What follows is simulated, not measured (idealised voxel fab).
You're looking at the process module voxel transistor to metal.
FYI the section here is cut, 140 nm wide, cells are 5 nm squares.
Cross-section format: a grid of square cells, given as bands from top to bottom; each band is one or more rows of cells.
Band: top and bottom heights (nm) first, top before bottom; then materials from left to right, widths in nm. "everywhere" marks a sole material filling the band edge to edge. "blank" denotes empty space.
Heights are measured from 0, the level below which the as-received wafer is all one material; the lowest band has no bottom and continues downward, written as in "0 and below".
The expression "30 to 40" gives the width at the extremes of the band, the first number at its top row of cells and the second at its bottom row, with the width changing by equal amounts from each row to the next in between.
Any step labelled "same as before" changed none of the cells in the cross-section.
In the "Closed void roster" entry, you get each enclosed empty space of 8 cells or more, one with no open way to the top, written width x height at distance, distance from the left edge, in nm.
Formally, on a step line, whatever follows the settings is a remark that the simulator itself makes on the step.
Regarding "overlay nm": on a step with a mask, it is the distance the mask lay to the right of its planned place; a negative value places it to the left.

**This section lists the process steps that were planned**
1,RECEIVE [material Si]
2,OXIDIZE [depth nm 5]
3,CONFORMAL_DEP [material SiN] [thk nm 15]
4,DIRECTIONAL_DEP [material aC] [thk nm 15]
5,PATTERN [tone cover] [mask id ACTIVE] [material resist] [width nm 105] [thk nm 30] [overlay nm 0]
6,DIRECTIONAL_ETCH [etch materials aC] [depth nm 15]
7,STRIP [etch materials resist]
8,DIRECTIONAL_ETCH [etch materials SiN] [depth nm 15]
9,DIRECTIONAL_ETCH [etch materials SiO2] [depth nm 5]
10,DIRECTIONAL_ETCH [etch materials Si] [depth nm 20]
11,STRIP [etch materials aC]
12,OXIDIZE [depth nm 5]
13,FILL_DEP [material SiO2] [thk nm 5]
14,CMP [height nm 15]
15,SELECTIVE_ETCH [etch materials SiO2] [depth nm 10]
16,STRIP [etch materials SiN]
17,SELECTIVE_ETCH [etch materials SiO2] [depth nm 5]
18,OXIDIZE [depth nm 5]
19,DIRECTIONAL_DEP [material polySi] [thk nm 30]
20,DIRECTIONAL_DEP [material SiCN] [thk nm 15]
21,PATTERN [tone cover] [mask id GATE] [material resist] [width nm 25] [thk nm 20] [overlay nm 0]
22,DIRECTIONAL_ETCH [etch materials SiCN] [depth nm 25]
23,DIRECTIONAL_ETCH [etch materials polySi] [depth nm 40]
24,STRIP [etch materials resist]
25,CONFORMAL_DEP [material SiN] [thk nm 5]
26,DIRECTIONAL_ETCH [etch materials SiN] [depth nm 5]
27,DIRECTIONAL_ETCH [etch materials SiO2] [depth nm 5]
28,DIRECTIONAL_ETCH [etch materials Si] [depth nm 15]
29,EPI [material nSi] [thk nm 15]
30,FILL_DEP [material SiO2] [thk nm 5]
31,CMP [height nm 40]
32,DIRECTIONAL_DEP [material SiO2] [thk nm 10]
33,MASKED_ETCH [tone open] [mask id CONTACT] [width nm 20] [pitch nm 75] [etch materials SiO2] [depth nm 60] [overlay nm 0]
34,CONFORMAL_DEP [material TiN] [thk nm 5]
35,FILL_DEP [material Ru] [thk nm 5]
36,CMP [height nm 50]
37,DIRECTIONAL_DEP [material TiN] [thk nm 5]
38,DIRECTIONAL_DEP [material Ru] [thk nm 20]
39,DIRECTIONAL_DEP [material aC] [thk nm 15]
40,PATTERN [tone cover] [mask id METAL_1] [material resist] [width nm 20] [pitch nm 75] [thk nm 35] [overlay nm 0]
41,DIRECTIONAL_ETCH [etch materials aC] [depth nm 15]
42,STRIP [etch materials resist]
43,DIRECTIONAL_ETCH [etch materials Ru] [depth nm 20]
44,DIRECTIONAL_ETCH [etch materials TiN] [depth nm 5]
45,STRIP [etch materials aC]
46,CONFORMAL_DEP [material SiCN] [thk nm 5]
47,FILL_DEP [material lowk] [thk nm 10]
48,CMP [height nm 75]
49,CONFORMAL_DEP [material SiN] [thk nm 5]

**The first wafer of two, processed as planned**

**As received (post step 1): cross-section**
- 0 and below  Si everywhere
- Closed void roster: none

**Wafer section view after processing step 2**
- 0 down to -5  SiO2 everywhere
- Everything below -5 is unchanged.

**Wafer section view after processing step 3**
- 15 down to 0  SiN everywhere
- Everything below 0 is unchanged.

**Wafer section view after processing step 4**
- 30 down to 15  aC everywhere
- Everything below 15 is unchanged.

**Wafer section view after processing step 5**
- 60 down to 30  blank: 15, resist: 105, blank: 20
- Everything below 30 is unchanged.

**Wafer section view after processing step 6**
- 45 down to 30  blank: 15, resist: 105, blank: 20
- 30 down to 15  blank: 15, aC: 105, blank: 20
- Everything below 15 is unchanged.

**Wafer section view after processing step 7**
- 30 down to 15  blank: 15, aC: 105, blank: 20
- Everything below 15 is unchanged.

**Wafer section view after processing step 8**
- 30 down to 15  blank: 15, aC: 105, blank: 20
- 15 down to 0  blank: 15, SiN: 105, blank: 20
- Everything below 0 is unchanged.

**Wafer section view after processing step 9**
- 30 down to 15  blank: 15, aC: 105, blank: 20
- 15 down to 0  blank: 15, SiN: 105, blank: 20
- 0 down to -5  blank: 15, SiO2: 105, blank: 20
- Everything below -5 is unchanged.

**Wafer section view after processing step 10**
- 30 down to 15  blank: 15, aC: 105, blank: 20
- 15 down to 0  blank: 15, SiN: 105, blank: 20
- 0 down to -5  blank: 15, SiO2: 105, blank: 20
- -5 down to -25  blank: 15, Si: 105, blank: 20
- Everything below -25 is unchanged.

**Wafer section view after processing step 11**
- 15 down to 0  blank: 15, SiN: 105, blank: 20
- Everything below 0 is unchanged.

**Wafer section view after processing step 12**
- 15 down to 0  blank: 15, SiN: 105, blank: 20
- 0 down to -5  blank: 15, SiO2: 105, blank: 20
- -5 down to -25  blank: 15, SiO2: 5, Si: 95, SiO2: 5, blank: 20
- -25 down to -30  SiO2: 20, Si: 95, SiO2: 25
- Everything below -30 is unchanged.

**Wafer section view after processing step 13**
- 20 down to 15  SiO2 everywhere
- 15 down to 0  SiO2: 15, SiN: 105, SiO2: 20
- 0 down to -5  SiO2 everywhere
- -5 down to -30  SiO2: 20, Si: 95, SiO2: 25
- Everything below -30 is unchanged.

**Wafer section view after processing step 14**
- 15 down to 0  SiO2: 15, SiN: 105, SiO2: 20
- Everything below 0 is unchanged.

**Wafer section view after processing step 15**
- 15 down to 5  blank: 15, SiN: 105, blank: 20
- Everything below 5 is unchanged.

**Wafer section view after processing step 16**
- 5 down to 0  SiO2: 15, blank: 105, SiO2: 20
- Everything below 0 is unchanged.

**Wafer section view after processing step 17**
- 0 down to -5  SiO2: 10, blank: 115, SiO2: 15
- Everything below -5 is unchanged.

**Wafer section view after processing step 18**
- 0 down to -5  SiO2: 10, blank: 115, SiO2: 15
- -5 down to -10  SiO2 everywhere
- Everything below -10 is unchanged.

**Wafer section view after processing step 19**
- 30 down to 25  polySi: 10, blank: 115, polySi: 15
- 25 down to 0  polySi everywhere
- 0 down to -5  SiO2: 10, polySi: 115, SiO2: 15
- Everything below -5 is unchanged.

**Wafer section view after processing step 20**
- 45 down to 40  SiCN: 10, blank: 115, SiCN: 15
- 40 down to 30  SiCN everywhere
- 30 down to 25  polySi: 10, SiCN: 115, polySi: 15
- Everything below 25 is unchanged.

**Wafer section view after processing step 21**
- 65 down to 45  blank: 55, resist: 25, blank: 60
- 45 down to 40  SiCN: 10, blank: 45, resist: 25, blank: 45, SiCN: 15
- Everything below 40 is unchanged.

**Wafer section view after processing step 22**
- 65 down to 40  blank: 55, resist: 25, blank: 60
- 40 down to 30  blank: 55, SiCN: 25, blank: 60
- 30 down to 25  polySi: 10, blank: 45, SiCN: 25, blank: 45, polySi: 15
- Everything below 25 is unchanged.

**Wafer section view after processing step 23**
- 65 down to 40  blank: 55, resist: 25, blank: 60
- 40 down to 25  blank: 55, SiCN: 25, blank: 60
- 25 down to 0  blank: 55, polySi: 25, blank: 60
- 0 down to -5  SiO2: 10, blank: 45, polySi: 25, blank: 45, SiO2: 15
- Everything below -5 is unchanged.

**Wafer section view after processing step 24**
- 40 down to 25  blank: 55, SiCN: 25, blank: 60
- Everything below 25 is unchanged.

**Wafer section view after processing step 25**
- 45 down to 40  blank: 50, SiN: 35, blank: 55
- 40 down to 25  blank: 50, SiN: 5, SiCN: 25, SiN: 5, blank: 55
- 25 down to 5  blank: 50, SiN: 5, polySi: 25, SiN: 5, blank: 55
- 5 down to 0  SiN: 15, blank: 35, SiN: 5, polySi: 25, SiN: 5, blank: 35, SiN: 20
- 0 down to -5  SiO2: 10, SiN: 45, polySi: 25, SiN: 45, SiO2: 15
- Everything below -5 is unchanged.

**Wafer section view after processing step 26**
- 40 down to 25  blank: 50, SiN: 5, SiCN: 25, SiN: 5, blank: 55
- 25 down to 0  blank: 50, SiN: 5, polySi: 25, SiN: 5, blank: 55
- 0 down to -5  SiO2: 10, SiN: 5, blank: 35, SiN: 5, polySi: 25, SiN: 5, blank: 35, SiN: 5, SiO2: 15
- Everything below -5 is unchanged.

**Wafer section view after processing step 27**
- 40 down to 25  blank: 50, SiN: 5, SiCN: 25, SiN: 5, blank: 55
- 25 down to 0  blank: 50, SiN: 5, polySi: 25, SiN: 5, blank: 55
- 0 down to -5  blank: 10, SiN: 5, blank: 35, SiN: 5, polySi: 25, SiN: 5, blank: 35, SiN: 5, blank: 15
- -5 down to -10  SiO2: 15, blank: 35, SiO2: 35, blank: 35, SiO2: 20
- Everything below -10 is unchanged.

**Wafer section view after processing step 28**
- 40 down to 25  blank: 50, SiN: 5, SiCN: 25, SiN: 5, blank: 55
- 25 down to 0  blank: 50, SiN: 5, polySi: 25, SiN: 5, blank: 55
- 0 down to -5  blank: 10, SiN: 5, blank: 35, SiN: 5, polySi: 25, SiN: 5, blank: 35, SiN: 5, blank: 15
- -5 down to -10  SiO2: 15, blank: 35, SiO2: 35, blank: 35, SiO2: 20
- -10 down to -25  SiO2: 20, blank: 30, Si: 35, blank: 30, SiO2: 25
- Everything below -25 is unchanged.

**Wafer section view after processing step 29**
- 40 down to 25  blank: 50, SiN: 5, SiCN: 25, SiN: 5, blank: 55
- 25 down to 5  blank: 50, SiN: 5, polySi: 25, SiN: 5, blank: 55
- 5 down to 0  blank: 35, nSi: 15, SiN: 5, polySi: 25, SiN: 5, nSi: 15, blank: 40
- 0 down to -5  blank: 10, SiN: 5, blank: 20, nSi: 15, SiN: 5, polySi: 25, SiN: 5, nSi: 15, blank: 20, SiN: 5, blank: 15
- -5 down to -10  SiO2: 15, blank: 20, nSi: 15, SiO2: 35, nSi: 15, blank: 20, SiO2: 20
- -10 down to -25  SiO2: 20, nSi: 30, Si: 35, nSi: 30, SiO2: 25
- Everything below -25 is unchanged.

**Wafer section view after processing step 30**
- 45 down to 40  SiO2 everywhere
- 40 down to 25  SiO2: 50, SiN: 5, SiCN: 25, SiN: 5, SiO2: 55
- 25 down to 5  SiO2: 50, SiN: 5, polySi: 25, SiN: 5, SiO2: 55
- 5 down to 0  SiO2: 35, nSi: 15, SiN: 5, polySi: 25, SiN: 5, nSi: 15, SiO2: 40
- 0 down to -5  SiO2: 10, SiN: 5, SiO2: 20, nSi: 15, SiN: 5, polySi: 25, SiN: 5, nSi: 15, SiO2: 20, SiN: 5, SiO2: 15
- -5 down to -10  SiO2: 35, nSi: 15, SiO2: 35, nSi: 15, SiO2: 40
- Everything below -10 is unchanged.

**Wafer section view after processing step 31**
- 40 down to 25  SiO2: 50, SiN: 5, SiCN: 25, SiN: 5, SiO2: 55
- Everything below 25 is unchanged.

**Wafer section view after processing step 32**
- 50 down to 40  SiO2 everywhere
- Everything below 40 is unchanged.

**Wafer section view after processing step 33**
- 50 down to 40  SiO2: 20, blank: 20, SiO2: 55, blank: 20, SiO2: 25
- 40 down to 25  SiO2: 20, blank: 20, SiO2: 10, SiN: 5, SiCN: 25, SiN: 5, SiO2: 10, blank: 20, SiO2: 25
- 25 down to 5  SiO2: 20, blank: 20, SiO2: 10, SiN: 5, polySi: 25, SiN: 5, SiO2: 10, blank: 20, SiO2: 25
- 5 down to 0  SiO2: 20, blank: 15, nSi: 15, SiN: 5, polySi: 25, SiN: 5, nSi: 15, blank: 15, SiO2: 25
- 0 down to -5  SiO2: 10, SiN: 5, SiO2: 5, blank: 15, nSi: 15, SiN: 5, polySi: 25, SiN: 5, nSi: 15, blank: 15, SiO2: 5, SiN: 5, SiO2: 15
- -5 down to -10  SiO2: 20, blank: 15, nSi: 15, SiO2: 35, nSi: 15, blank: 15, SiO2: 25
- Everything below -10 is unchanged.

**Wafer section view after processing step 34**
- 55 down to 50  TiN: 25, blank: 10, TiN: 65, blank: 10, TiN: 30
- 50 down to 40  SiO2: 20, TiN: 5, blank: 10, TiN: 5, SiO2: 55, TiN: 5, blank: 10, TiN: 5, SiO2: 25
- 40 down to 25  SiO2: 20, TiN: 5, blank: 10, TiN: 5, SiO2: 10, SiN: 5, SiCN: 25, SiN: 5, SiO2: 10, TiN: 5, blank: 10, TiN: 5, SiO2: 25
- 25 down to 10  SiO2: 20, TiN: 5, blank: 10, TiN: 5, SiO2: 10, SiN: 5, polySi: 25, SiN: 5, SiO2: 10, TiN: 5, blank: 10, TiN: 5, SiO2: 25
- 10 down to 5  SiO2: 20, TiN: 5, blank: 5, TiN: 10, SiO2: 10, SiN: 5, polySi: 25, SiN: 5, SiO2: 10, TiN: 10, blank: 5, TiN: 5, SiO2: 25
- 5 down to 0  SiO2: 20, TiN: 5, blank: 5, TiN: 5, nSi: 15, SiN: 5, polySi: 25, SiN: 5, nSi: 15, TiN: 5, blank: 5, TiN: 5, SiO2: 25
- 0 down to -5  SiO2: 10, SiN: 5, SiO2: 5, TiN: 5, blank: 5, TiN: 5, nSi: 15, SiN: 5, polySi: 25, SiN: 5, nSi: 15, TiN: 5, blank: 5, TiN: 5, SiO2: 5, SiN: 5, SiO2: 15
- -5 down to -10  SiO2: 20, TiN: 15, nSi: 15, SiO2: 35, nSi: 15, TiN: 15, SiO2: 25
- Everything below -10 is unchanged.

**Wafer section view after processing step 35**
- 60 down to 55  Ru everywhere
- 55 down to 50  TiN: 25, Ru: 10, TiN: 65, Ru: 10, TiN: 30
- 50 down to 40  SiO2: 20, TiN: 5, Ru: 10, TiN: 5, SiO2: 55, TiN: 5, Ru: 10, TiN: 5, SiO2: 25
- 40 down to 25  SiO2: 20, TiN: 5, Ru: 10, TiN: 5, SiO2: 10, SiN: 5, SiCN: 25, SiN: 5, SiO2: 10, TiN: 5, Ru: 10, TiN: 5, SiO2: 25
- 25 down to 10  SiO2: 20, TiN: 5, Ru: 10, TiN: 5, SiO2: 10, SiN: 5, polySi: 25, SiN: 5, SiO2: 10, TiN: 5, Ru: 10, TiN: 5, SiO2: 25
- 10 down to 5  SiO2: 20, TiN: 5, Ru: 5, TiN: 10, SiO2: 10, SiN: 5, polySi: 25, SiN: 5, SiO2: 10, TiN: 10, Ru: 5, TiN: 5, SiO2: 25
- 5 down to 0  SiO2: 20, TiN: 5, Ru: 5, TiN: 5, nSi: 15, SiN: 5, polySi: 25, SiN: 5, nSi: 15, TiN: 5, Ru: 5, TiN: 5, SiO2: 25
- 0 down to -5  SiO2: 10, SiN: 5, SiO2: 5, TiN: 5, Ru: 5, TiN: 5, nSi: 15, SiN: 5, polySi: 25, SiN: 5, nSi: 15, TiN: 5, Ru: 5, TiN: 5, SiO2: 5, SiN: 5, SiO2: 15
- Everything below -5 is unchanged.

**Wafer section view after processing step 36**
- 50 down to 40  SiO2: 20, TiN: 5, Ru: 10, TiN: 5, SiO2: 55, TiN: 5, Ru: 10, TiN: 5, SiO2: 25
- Everything below 40 is unchanged.

**Wafer section view after processing step 37**
- 55 down to 50  TiN everywhere
- Everything below 50 is unchanged.

**Wafer section view after processing step 38**
- 75 down to 55  Ru everywhere
- Everything below 55 is unchanged.

**Wafer section view after processing step 39**
- 90 down to 75  aC everywhere
- Everything below 75 is unchanged.

**Wafer section view after processing step 40**
- 125 down to 90  blank: 20, resist: 20, blank: 55, resist: 20, blank: 25
- Everything below 90 is unchanged.

**Wafer section view after processing step 41**
- 110 down to 90  blank: 20, resist: 20, blank: 55, resist: 20, blank: 25
- 90 down to 75  blank: 20, aC: 20, blank: 55, aC: 20, blank: 25
- Everything below 75 is unchanged.

**Wafer section view after processing step 42**
- 90 down to 75  blank: 20, aC: 20, blank: 55, aC: 20, blank: 25
- Everything below 75 is unchanged.

**Wafer section view after processing step 43**
- 90 down to 75  blank: 20, aC: 20, blank: 55, aC: 20, blank: 25
- 75 down to 55  blank: 20, Ru: 20, blank: 55, Ru: 20, blank: 25
- Everything below 55 is unchanged.

**Wafer section view after processing step 44**
- 90 down to 75  blank: 20, aC: 20, blank: 55, aC: 20, blank: 25
- 75 down to 55  blank: 20, Ru: 20, blank: 55, Ru: 20, blank: 25
- 55 down to 50  blank: 20, TiN: 20, blank: 55, TiN: 20, blank: 25
- Everything below 50 is unchanged.

**Wafer section view after processing step 45**
- 75 down to 55  blank: 20, Ru: 20, blank: 55, Ru: 20, blank: 25
- Everything below 55 is unchanged.

**Wafer section view after processing step 46**
- 80 down to 75  blank: 15, SiCN: 30, blank: 45, SiCN: 30, blank: 20
- 75 down to 55  blank: 15, SiCN: 5, Ru: 20, SiCN: 5, blank: 45, SiCN: 5, Ru: 20, SiCN: 5, blank: 20
- 55 down to 50  SiCN: 20, TiN: 20, SiCN: 55, TiN: 20, SiCN: 25
- Everything below 50 is unchanged.

**Wafer section view after processing step 47**
- 90 down to 80  lowk everywhere
- 80 down to 75  lowk: 15, SiCN: 30, lowk: 45, SiCN: 30, lowk: 20
- 75 down to 55  lowk: 15, SiCN: 5, Ru: 20, SiCN: 5, lowk: 45, SiCN: 5, Ru: 20, SiCN: 5, lowk: 20
- Everything below 55 is unchanged.

**Wafer section view after processing step 48**
- 75 down to 55  lowk: 15, SiCN: 5, Ru: 20, SiCN: 5, lowk: 45, SiCN: 5, Ru: 20, SiCN: 5, lowk: 20
- Everything below 55 is unchanged.

**Wafer section view after processing step 49**
- 80 down to 75  SiN everywhere
- Everything below 75 is unchanged.

**Second Wafer (Identical Start and Plan, One Processing Error; Matches First Wafer Through Step 18)**

**Cross-section of the second wafer at the time by which step 19 should have been completed according to the plan**
- 30 down to 25  SiN: 10, blank: 115, SiN: 15
- 25 down to 0  SiN everywhere
- 0 down to -5  SiO2: 10, SiN: 115, SiO2: 15
- Everything below -5 is unchanged.

**Cross-section of the second wafer at the time by which step 20 should have been completed according to the plan**
- 45 down to 40  SiCN: 10, blank: 115, SiCN: 15
- 40 down to 30  SiCN everywhere
- 30 down to 25  SiN: 10, SiCN: 115, SiN: 15
- Everything below 25 is unchanged.

**Cross-section of the second wafer at the time by which step 21 should have been completed according to the plan**
- 65 down to 45  blank: 55, resist: 25, blank: 60
- 45 down to 40  SiCN: 10, blank: 45, resist: 25, blank: 45, SiCN: 15
- Everything below 40 is unchanged.

**Cross-section of the second wafer at the time by which step 22 should have been completed according to the plan**
- 65 down to 40  blank: 55, resist: 25, blank: 60
- 40 down to 30  blank: 55, SiCN: 25, blank: 60
- 30 down to 25  SiN: 10, blank: 45, SiCN: 25, blank: 45, SiN: 15
- Everything below 25 is unchanged.

Cross-section of the second wafer at the time by which step 23 should have been completed according to the plan: same as before

**Cross-section of the second wafer at the time by which step 24 should have been completed according to the plan**
- 40 down to 30  blank: 55, SiCN: 25, blank: 60
- Everything below 30 is unchanged.

**Cross-section of the second wafer at the time by which step 25 should have been completed according to the plan**
- 45 down to 40  blank: 50, SiN: 35, blank: 55
- 40 down to 35  blank: 50, SiN: 5, SiCN: 25, SiN: 5, blank: 55
- 35 down to 30  SiN: 15, blank: 35, SiN: 5, SiCN: 25, SiN: 5, blank: 35, SiN: 20
- 30 down to 25  SiN: 55, SiCN: 25, SiN: 60
- Everything below 25 is unchanged.

**Cross-section of the second wafer at the time by which step 26 should have been completed according to the plan**
- 40 down to 30  blank: 50, SiN: 5, SiCN: 25, SiN: 5, blank: 55
- 30 down to 25  SiN: 15, blank: 35, SiN: 5, SiCN: 25, SiN: 5, blank: 35, SiN: 20
- Everything below 25 is unchanged.

Cross-section of the second wafer at the time by which step 27 should have been completed according to the plan: same as before

Cross-section of the second wafer at the time by which step 28 should have been completed according to the plan: same as before

Cross-section of the second wafer at the time by which step 29 should have been completed according to the plan: same as before

**Cross-section of the second wafer at the time by which step 30 should have been completed according to the plan**
- 45 down to 40  SiO2 everywhere
- 40 down to 30  SiO2: 50, SiN: 5, SiCN: 25, SiN: 5, SiO2: 55
- 30 down to 25  SiN: 15, SiO2: 35, SiN: 5, SiCN: 25, SiN: 5, SiO2: 35, SiN: 20
- Everything below 25 is unchanged.

**Cross-section of the second wafer at the time by which step 31 should have been completed according to the plan**
- 40 down to 30  SiO2: 50, SiN: 5, SiCN: 25, SiN: 5, SiO2: 55
- Everything below 30 is unchanged.

**Cross-section of the second wafer at the time by which step 32 should have been completed according to the plan**
- 50 down to 40  SiO2 everywhere
- Everything below 40 is unchanged.

**Cross-section of the second wafer at the time by which step 33 should have been completed according to the plan**
- 50 down to 40  SiO2: 20, blank: 20, SiO2: 55, blank: 20, SiO2: 25
- 40 down to 30  SiO2: 20, blank: 20, SiO2: 10, SiN: 5, SiCN: 25, SiN: 5, SiO2: 10, blank: 20, SiO2: 25
- 30 down to 25  SiN: 15, SiO2: 5, blank: 20, SiO2: 10, SiN: 5, SiCN: 25, SiN: 5, SiO2: 10, blank: 20, SiO2: 5, SiN: 20
- Everything below 25 is unchanged.

**Cross-section of the second wafer at the time by which step 34 should have been completed according to the plan**
- 55 down to 50  TiN: 25, blank: 10, TiN: 65, blank: 10, TiN: 30
- 50 down to 40  SiO2: 20, TiN: 5, blank: 10, TiN: 5, SiO2: 55, TiN: 5, blank: 10, TiN: 5, SiO2: 25
- 40 down to 30  SiO2: 20, TiN: 5, blank: 10, TiN: 5, SiO2: 10, SiN: 5, SiCN: 25, SiN: 5, SiO2: 10, TiN: 5, blank: 10, TiN: 5, SiO2: 25
- 30 down to 25  SiN: 15, SiO2: 5, TiN: 20, SiO2: 10, SiN: 5, SiCN: 25, SiN: 5, SiO2: 10, TiN: 20, SiO2: 5, SiN: 20
- Everything below 25 is unchanged.

**Cross-section of the second wafer at the time by which step 35 should have been completed according to the plan**
- 60 down to 55  Ru everywhere
- 55 down to 50  TiN: 25, Ru: 10, TiN: 65, Ru: 10, TiN: 30
- 50 down to 40  SiO2: 20, TiN: 5, Ru: 10, TiN: 5, SiO2: 55, TiN: 5, Ru: 10, TiN: 5, SiO2: 25
- 40 down to 30  SiO2: 20, TiN: 5, Ru: 10, TiN: 5, SiO2: 10, SiN: 5, SiCN: 25, SiN: 5, SiO2: 10, TiN: 5, Ru: 10, TiN: 5, SiO2: 25
- Everything below 30 is unchanged.

**Cross-section of the second wafer at the time by which step 36 should have been completed according to the plan**
- 50 down to 40  SiO2: 20, TiN: 5, Ru: 10, TiN: 5, SiO2: 55, TiN: 5, Ru: 10, TiN: 5, SiO2: 25
- Everything below 40 is unchanged.

**Cross-section of the second wafer at the time by which step 37 should have been completed according to the plan**
- 55 down to 50  TiN everywhere
- Everything below 50 is unchanged.

**Cross-section of the second wafer at the time by which step 38 should have been completed according to the plan**
- 75 down to 55  Ru everywhere
- Everything below 55 is unchanged.

**Cross-section of the second wafer at the time by which step 39 should have been completed according to the plan**
- 90 down to 75  aC everywhere
- Everything below 75 is unchanged.

**Cross-section of the second wafer at the time by which step 40 should have been completed according to the plan**
- 125 down to 90  blank: 20, resist: 20, blank: 55, resist: 20, blank: 25
- Everything below 90 is unchanged.

**Cross-section of the second wafer at the time by which step 41 should have been completed according to the plan**
- 110 down to 90  blank: 20, resist: 20, blank: 55, resist: 20, blank: 25
- 90 down to 75  blank: 20, aC: 20, blank: 55, aC: 20, blank: 25
- Everything below 75 is unchanged.

**Cross-section of the second wafer at the time by which step 42 should have been completed according to the plan**
- 90 down to 75  blank: 20, aC: 20, blank: 55, aC: 20, blank: 25
- Everything below 75 is unchanged.

**Cross-section of the second wafer at the time by which step 43 should have been completed according to the plan**
- 90 down to 75  blank: 20, aC: 20, blank: 55, aC: 20, blank: 25
- 75 down to 55  blank: 20, Ru: 20, blank: 55, Ru: 20, blank: 25
- Everything below 55 is unchanged.

**Cross-section of the second wafer at the time by which step 44 should have been completed according to the plan**
- 90 down to 75  blank: 20, aC: 20, blank: 55, aC: 20, blank: 25
- 75 down to 55  blank: 20, Ru: 20, blank: 55, Ru: 20, blank: 25
- 55 down to 50  blank: 20, TiN: 20, blank: 55, TiN: 20, blank: 25
- Everything below 50 is unchanged.

**Cross-section of the second wafer at the time by which step 45 should have been completed according to the plan**
- 75 down to 55  blank: 20, Ru: 20, blank: 55, Ru: 20, blank: 25
- Everything below 55 is unchanged.

**Cross-section of the second wafer at the time by which step 46 should have been completed according to the plan**
- 80 down to 75  blank: 15, SiCN: 30, blank: 45, SiCN: 30, blank: 20
- 75 down to 55  blank: 15, SiCN: 5, Ru: 20, SiCN: 5, blank: 45, SiCN: 5, Ru: 20, SiCN: 5, blank: 20
- 55 down to 50  SiCN: 20, TiN: 20, SiCN: 55, TiN: 20, SiCN: 25
- Everything below 50 is unchanged.

**Cross-section of the second wafer at the time by which step 47 should have been completed according to the plan**
- 90 down to 80  lowk everywhere
- 80 down to 75  lowk: 15, SiCN: 30, lowk: 45, SiCN: 30, lowk: 20
- 75 down to 55  lowk: 15, SiCN: 5, Ru: 20, SiCN: 5, lowk: 45, SiCN: 5, Ru: 20, SiCN: 5, lowk: 20
- Everything below 55 is unchanged.

**Cross-section of the second wafer at the time by which step 48 should have been completed according to the plan**
- 75 down to 55  lowk: 15, SiCN: 5, Ru: 20, SiCN: 5, lowk: 45, SiCN: 5, Ru: 20, SiCN: 5, lowk: 20
- Everything below 55 is unchanged.

**Cross-section of the second wafer at the time by which step 49 should have been completed according to the plan**
- 80 down to 75  SiN everywhere
- Everything below 75 is unchanged.
Deviation noted in wafer processing: step 19: run off-plan, actual operation and settings DIRECTIONAL_DEP [material SiN] [thk nm 30]
Materials where the second wafer ends with more or fewer cells than the first: Ru -22; Si +36; SiN +156; SiO2 -58; TiN -28; nSi -54; polySi -30
